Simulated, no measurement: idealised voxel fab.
The following is a process module called voxel fin reveal.
Square cells of 5 nm make up the cross-section cut, whose width is 150 nm.
Cross-section, as written here: a square-cell grid given band by band from the top down, where a band holds one or more rows of cells.
Look at the band entry: it leads with the top's height and the bottom's height in nm. Then it lists the materials left to right, with a width in nm for each. The word "throughout" on a single material says that material fills the band edge to edge. The word "empty" is empty space.
Heights from 0 (as-received wafer is one material below). Bottom band endless downward, as "top 0, no bottom".
Width "30 to 40": first value at the band's top row of cells, second value at its bottom row, equal change from row to row.
Given "left unchanged" for a step, no cell of the cross-section differs between before and after that step.
"Fully sealed voids" - sealed voids, min. 8 cells, no opening to top; format: width x height at distance (distance from left edge; nm throughout).
On a step's line, text after the settings is the simulator commenting on that step.
For masked steps, "overlay nm" on the step line gives how far right of plan the mask actually lay; a minus sign means it lay to the left.
These are the steps we planned for the process
1: RECEIVE with material Si
2: CONFORMAL_DEP with material SiN, thk nm 10
3: DIRECTIONAL_DEP with material aC, thk nm 10
4: PATTERN with tone cover, mask id FINS, material resist, width nm 15, pitch nm 40, thk nm 25, overlay nm 0
5: DIRECTIONAL_ETCH with etch materials aC, depth nm 10
6: STRIP with etch materials resist
7: DIRECTIONAL_ETCH with etch materials SiN, depth nm 10
8: DIRECTIONAL_ETCH with etch materials Si, depth nm 40
9: STRIP with etch materials aC
10: FILL_DEP with material SiO2, thk nm 5
11: CMP with height nm 10
12: SELECTIVE_ETCH with etch materials SiO2, depth nm 25
13: STRIP with etch materials SiN
For this document, wafers share an identical start and vary in the step 4 width nm; the plan quotes the first wafer's value.
Cross-section of the first of several wafers on receipt, reflecting completion of step 1
> top 0, no bottom | Si throughout
> Fully sealed voids: none
Wafer rows; end of module; cells per material since receipt: (+) gained, (-) lost; then closed voids
width nm 15; -192 Si; +120 SiO2; Fully sealed voids: none
width nm 20; -176 Si; +110 SiO2; Fully sealed voids: none
width nm 25; -160 Si; +100 SiO2; Fully sealed voids: none
